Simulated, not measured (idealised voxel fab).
Process module under the name voxel self aligned vias
The cross-section shown here is cut; it is 235 nm wide and divided into square cells measuring 5 nm on a side.
A cross-section in this document is a grid of square cells, and it is written down as bands, the top band listed before the ones below it; a band is made up of one or more rows of cells. First you get the band's top height and its bottom height, in nm, and then the materials it's made of, left to right, with each width in nm. If you see a single material with "full width", that one covers the band edge to edge. "blank" is empty space. Note: height 0 marks the level under which the wafer is uniformly one material as received. Lowest band unbounded below, written "0 -> down". It should be noted that a width expressed as "30->40" varies in equal increments from row to row of cells within the band, taking the value of the first number at the top row and that of the second number at the bottom row. "no alteration" for a step: no cell of the cross-section changed in that step. If an empty space has no open way to the top and is at least 8 cells in size, "Closed void catalog" lists it, written width x height at distance, where distance is measured from the left edge and every value is in nm. Past the settings on a step's line: simulator remark, on that step. overlay nm: right-of-plan distance of the mask on a masked step; negative values mean left-of-plan.
### plan
1) RECEIVE [material Si]
2) CONFORMAL_DEP [material SiO2] [thk nm 15]
3) CONFORMAL_DEP [material SiCN] [thk nm 5]
4) DIRECTIONAL_DEP [material SiO2] [thk nm 30]
5) DIRECTIONAL_DEP [material aC] [thk nm 15]
6) PATTERN [tone open] [mask id LINES] [material resist] [width nm 25] [pitch nm 60] [thk nm 30] [overlay nm 0]
7) DIRECTIONAL_ETCH [etch materials aC] [depth nm 15]
8) STRIP [etch materials resist]
9) DIRECTIONAL_ETCH [etch materials SiO2] [depth nm 30]
10) STRIP [etch materials aC]
11) CONFORMAL_DEP [material TiN] [thk nm 5]
12) FILL_DEP [material W] [thk nm 10]
13) CMP [height nm 50]
14) SELECTIVE_ETCH [etch materials W Ru TiN] [depth nm 10]
15) FILL_DEP [material SiN] [thk nm 10]
16) CMP [height nm 50]
17) DIRECTIONAL_DEP [material SiO2] [thk nm 15]
18) MASKED_ETCH [tone open] [mask id VIAS] [width nm 45] [etch materials SiO2] [depth nm 15] [overlay nm 0]
19) MASKED_ETCH [tone open] [mask id VIAS] [width nm 45] [etch materials SiN] [depth nm 10] [overlay nm 0]
20) CONFORMAL_DEP [material TiN] [thk nm 5]
21) FILL_DEP [material Ru] [thk nm 5]
22) CMP [height nm 65]
23) CONFORMAL_DEP [material SiN] [thk nm 5]
### As received (post step 1): cross-section
	0 -> down = Si full width
	Closed void catalog: none
### End-of-module cross-section of the first of two wafers, processed as planned
	70 -> 65 = SiN full width
	65 -> 55 = 65 nm SiO2, 5 nm TiN, 35 nm Ru, 5 nm TiN, 125 nm SiO2
	55 -> 50 = 65 nm SiO2, 15 nm TiN, 15 nm Ru, 15 nm TiN, 125 nm SiO2
	50 -> 45 = 75 nm SiO2, 5 nm TiN, 15 nm Ru, 5 nm TiN, 35 nm SiO2, 25 nm SiN, 75 nm SiO2
	45 -> 40 = 75 nm SiO2, 25 nm TiN, 35 nm SiO2, 25 nm SiN, 75 nm SiO2
	40 -> 25 = 75 nm SiO2, 5 nm TiN, 15 nm W, 5 nm TiN, 35 nm SiO2, 5 nm TiN, 15 nm W, 5 nm TiN, 75 nm SiO2
	25 -> 20 = 75 nm SiO2, 25 nm TiN, 35 nm SiO2, 25 nm TiN, 75 nm SiO2
	20 -> 15 = SiCN full width
	15 -> 0 = SiO2 full width
	0 -> down = Si full width
	Closed void catalog: none
### End-of-module cross-section of the second wafer: identical starting point and process plan to the first, with one processing mistake
	70 -> 65 = SiN full width
	65 -> 55 = 65 nm SiO2, 5 nm TiN, 35 nm Ru, 5 nm TiN, 125 nm SiO2
	55 -> 50 = 65 nm SiO2, 20 nm TiN, 5 nm Ru, 20 nm TiN, 125 nm SiO2
	50 -> 45 = 80 nm SiO2, 5 nm TiN, 5 nm Ru, 5 nm TiN, 45 nm SiO2, 15 nm SiN, 80 nm SiO2
	45 -> 40 = 80 nm SiO2, 15 nm TiN, 45 nm SiO2, 15 nm SiN, 80 nm SiO2
	40 -> 25 = 80 nm SiO2, 5 nm TiN, 5 nm W, 5 nm TiN, 45 nm SiO2, 5 nm TiN, 5 nm W, 5 nm TiN, 80 nm SiO2
	25 -> 20 = 80 nm SiO2, 15 nm TiN, 45 nm SiO2, 15 nm TiN, 80 nm SiO2
	20 -> 15 = SiCN full width
	15 -> 0 = SiO2 full width
	0 -> down = Si full width
	Closed void catalog: none
What was done differently from what was planned? so step 6 ended up running with a different setting than we planned, it ran as PATTERN [tone open] [mask id LINES] [material resist] [width nm 15] [pitch nm 60] [thk nm 30] [overlay nm 0]
Final wafer comparison in cells, second versus first, more or fewer per material: -4 Ru, -4 SiN, +24 SiO2, -4 TiN, -12 W
